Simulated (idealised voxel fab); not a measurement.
This is a process module. Its name is voxel spacer lines.
cross-section cut | 225 nm wide | cells 5 nm
Bands, listed from the top down, are how a cross-section gets written in this document; the cross-section itself is a grid of square cells, and a band is one or more rows of them.
A band entry consists of two parts. The first gives the height of the band's top and the height of its bottom, in nm. The rest lists the band's materials from left to right, each with its width in nm. A single material labelled with the word "full width" fills the band from edge to edge, and the word "blank" marks empty space.
Beneath 0, the wafer as received is one material, and that level is where height counting begins. The lowest band goes on downward without a bottom; it is written like "z 0 and below".
Per-row width for "30 to 40": begins at first number (top row of band), ends at second number (bottom row), increment between rows held constant.
Step marked "no change occurred"? Then no cell in the cross-section changed in it.
The list in "Non-vented voids" covers empty spaces of 8 cells or more that cannot reach the top through any open way, and it gives each as width x height at distance; the distance is from the left edge, and width, height and distance are in nm.
after a step's settings: what the simulator itself notes on the step
"overlay nm" denotes, for a step that has a mask, the displacement of the mask to the right of its planned place, with negative values corresponding to the left.
The planned process steps are enumerated hereunder:
1) RECEIVE, material Si
2) CONFORMAL_DEP, material SiO2, thk nm 10
3) DIRECTIONAL_DEP, material W, thk nm 15
4) DIRECTIONAL_DEP, material aC, thk nm 25
5) PATTERN, tone cover, mask id MANDREL, material resist, width nm 25, pitch nm 70, thk nm 35, overlay nm 0
6) DIRECTIONAL_ETCH, etch materials aC, depth nm 25
7) STRIP, etch materials resist
8) CONFORMAL_DEP, material SiN, thk nm 10
9) DIRECTIONAL_ETCH, etch materials SiN, depth nm 10
10) STRIP, etch materials aC
11) DIRECTIONAL_ETCH, etch materials W, depth nm 15
12) STRIP, etch materials SiN
As-received wafer cross-section (after step 1):
> z 0 and below: Si full width
> Non-vented voids: none
Cross-section, end of module. Start: as above. Plan: as above. Execution: one mistake:
> z 35 to 10: aC full width
> z 10 to 0: SiO2 full width
> z 0 and below: Si full width
> Non-vented voids: none
Where did the run depart from the plan? mixed up steps 3 and 4 - ran each in the other's place
